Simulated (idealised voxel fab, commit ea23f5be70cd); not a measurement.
Proc. module: voxel transistor to metal
Cross-section cut spans 275 nm and uses square cells 5 nm in size.
Cross-section format: a grid of square cells, given as bands from top to bottom; each band is one or more rows of cells.
Band: top and bottom heights (nm) first, top before bottom; then materials from left to right, widths in nm. "edge to edge" marks a sole material filling the band edge to edge. "empty" denotes empty space.
Beneath 0, the wafer as received is one material, and that level is where height counting begins. The lowest band goes on downward without a bottom; it is written like "top 0, no bottom".
A width given as "30..40" starts at the first number in the band's top row and ends at the second number in its bottom row, shifting by an equal amount at every step from row to row.
"nothing changed" after a step means that no cell of the cross-section changed.
In the "Voids, sealed" entry, you get each enclosed empty space of 8 cells or more, one with no open way to the top, written width x height at distance, distance from the left edge, in nm.
If you see something after the settings on a step's line, that's the simulator's own remark about that step.
The optional step-line setting "overlay nm" applies to steps with a mask and quantifies how far to the right of its planned location the mask lay, a negative value indicating leftward placement.
[Here's what the planned process steps look like]
- 1: RECEIVE, material Si
- 2: CONFORMAL_DEP, material SiO2, thk nm 5
- 3: CONFORMAL_DEP, material SiN, thk nm 15
- 4: DIRECTIONAL_DEP, material aC, thk nm 10
- 5: PATTERN, tone cover, mask id ACTIVE, material resist, width nm 95, pitch nm 120, thk nm 25, overlay nm 0
- 6: DIRECTIONAL_ETCH, etch materials aC, depth nm 10
- 7: STRIP, etch materials resist
- 8: DIRECTIONAL_ETCH, etch materials SiN, depth nm 15
- 9: DIRECTIONAL_ETCH, etch materials SiO2, depth nm 5
- 10: DIRECTIONAL_ETCH, etch materials Si, depth nm 25
- 11: STRIP, etch materials aC
- 12: OXIDIZE, depth nm 5
- 13: FILL_DEP, material SiO2, thk nm 15
- 14: CMP, height nm 20
- 15: SELECTIVE_ETCH, etch materials SiO2, depth nm 10
- 16: STRIP, etch materials SiN
- 17: SELECTIVE_ETCH, etch materials SiO2, depth nm 5
- 18: OXIDIZE, depth nm 5
- 19: DIRECTIONAL_DEP, material polySi, thk nm 30
- 20: DIRECTIONAL_DEP, material SiCN, thk nm 15
- 21: DIRECTIONAL_DEP, material aC, thk nm 15
- 22: PATTERN, tone cover, mask id GATE, material resist, width nm 25, pitch nm 120, thk nm 30, overlay nm 0
- 23: DIRECTIONAL_ETCH, etch materials aC, depth nm 15
- 24: STRIP, etch materials resist
- 25: DIRECTIONAL_ETCH, etch materials SiCN, depth nm 25
- 26: DIRECTIONAL_ETCH, etch materials polySi, depth nm 40
- 27: STRIP, etch materials aC
- 28: CONFORMAL_DEP, material SiO2, thk nm 5
- 29: DIRECTIONAL_ETCH, etch materials SiO2, depth nm 5
- 30: CONFORMAL_DEP, material SiN, thk nm 5
- 31: DIRECTIONAL_ETCH, etch materials SiN, depth nm 5
- 32: DIRECTIONAL_ETCH, etch materials SiO2, depth nm 5
- 33: EPI, material pSi, thk nm 5
- 34: FILL_DEP, material SiO2, thk nm 5
- 35: CMP, height nm 30
- 36: STRIP, etch materials polySi
- 37: SELECTIVE_ETCH, etch materials SiO2, depth nm 5
- 38: CONFORMAL_DEP, material HfO2, thk nm 5
- 39: CONFORMAL_DEP, material TiN, thk nm 5
- 40: FILL_DEP, material W, thk nm 10
- 41: CMP, height nm 25
- 42: DIRECTIONAL_DEP, material SiO2, thk nm 15
- 43: DIRECTIONAL_DEP, material aC, thk nm 15
- 44: PATTERN, tone open, mask id CONTACT, material resist, width nm 15, thk nm 30, overlay nm 0
- 45: DIRECTIONAL_ETCH, etch materials aC, depth nm 15
- 46: STRIP, etch materials resist
- 47: DIRECTIONAL_ETCH, etch materials SiO2, depth nm 40
- 48: STRIP, etch materials aC
- 49: CONFORMAL_DEP, material TiN, thk nm 5
- 50: FILL_DEP, material W, thk nm 5
- 51: CMP, height nm 40
- 52: CONFORMAL_DEP, material SiN, thk nm 5
- 53: DIRECTIONAL_DEP, material SiO2, thk nm 20
- 54: PATTERN, tone open, mask id METAL_1, material resist, width nm 15, thk nm 15, overlay nm 0
- 55: DIRECTIONAL_ETCH, etch materials SiO2, depth nm 20
- 56: DIRECTIONAL_ETCH, etch materials SiN, depth nm 5
- 57: STRIP, etch materials resist
- 58: CONFORMAL_DEP, material TiN, thk nm 5
- 59: FILL_DEP, material Cu, thk nm 5
- 60: CMP, height nm 65
- 61: CONFORMAL_DEP, material SiCN, thk nm 5
- 62: DIRECTIONAL_DEP, material lowk, thk nm 30
- 63: MASKED_ETCH, tone open, mask id METAL_2, width nm 15, pitch nm 120, etch materials lowk, depth nm 20, overlay nm 0
- 64: PATTERN, tone open, mask id METAL_2_HOLES, material resist, width nm 15, pitch nm 120, thk nm 20, overlay nm 0
- 65: DIRECTIONAL_ETCH, etch materials lowk, depth nm 10
- 66: DIRECTIONAL_ETCH, etch materials SiCN, depth nm 5
- 67: STRIP, etch materials resist
- 68: CONFORMAL_DEP, material TiN, thk nm 5
- 69: FILL_DEP, material Cu, thk nm 10
- 70: CMP, height nm 100
- 71: CONFORMAL_DEP, material SiN, thk nm 5
[Cross-section of the wafer upon arrival, representing the state reached after step 1]
* top 0, no bottom | Si edge to edge
* Voids, sealed: none
[End-of-module cross-section. Starting structure and process plan as above; one mistake made in running it]
* top 105, bottom 100 | SiN edge to edge
* top 100, bottom 70 | 35 lowk  5 TiN  5 Cu  5 TiN  105 lowk  5 TiN  5 Cu  5 TiN  105 lowk
* top 70, bottom 65 | 35 SiCN  15 TiN  105 SiCN  15 TiN  105 SiCN
* top 65, bottom 45 | 30 Cu  5 TiN  15 SiO2  5 TiN  45 Cu  5 TiN  15 SiO2  5 TiN  25 Cu  5 TiN  15 SiO2  5 TiN  45 Cu  5 TiN  15 SiO2  5 TiN  30 Cu
* top 45, bottom 40 | 35 TiN  15 SiN  55 TiN  15 SiN  35 TiN  15 SiN  55 TiN  15 SiN  35 TiN
* top 40, bottom 25 | 35 SiO2  5 TiN  5 W  5 TiN  55 SiO2  5 TiN  5 W  5 TiN  35 SiO2  5 TiN  5 W  5 TiN  55 SiO2  5 TiN  5 W  5 TiN  35 SiO2
* top 25, bottom 5 | 35 SiO2  5 TiN  5 W  5 TiN  5 SiO2  5 SiN  5 HfO2  5 TiN  15 W  5 TiN  5 HfO2  5 SiN  5 SiO2  5 TiN  5 W  5 TiN  35 SiO2  5 TiN  5 W  5 TiN  5 SiO2  5 SiN  5 HfO2  5 TiN  15 W  5 TiN  5 HfO2  5 SiN  5 SiO2  5 TiN  5 W  5 TiN  35 SiO2
* top 5, bottom 0 | 30 SiO2  5 SiN  15 TiN  5 SiO2  5 SiN  5 HfO2  25 TiN  5 HfO2  5 SiN  5 SiO2  15 TiN  5 SiN  25 SiO2  5 SiN  15 TiN  5 SiO2  5 SiN  5 HfO2  25 TiN  5 HfO2  5 SiN  5 SiO2  15 TiN  5 SiN  30 SiO2
* top 0, bottom -5 | 35 SiO2  20 pSi  5 SiO2  35 HfO2  5 SiO2  20 pSi  35 SiO2  20 pSi  5 SiO2  35 HfO2  5 SiO2  20 pSi  35 SiO2
* top -5, bottom -30 | 35 SiO2  85 Si  35 SiO2  85 Si  35 SiO2
* top -30, no bottom | Si edge to edge
* Voids, sealed: none
The mistake made against the process plan was this: step 54 off recipe, ran as PATTERN, tone cover, mask id METAL_1, material resist, width nm 15, thk nm 15, overlay nm 0
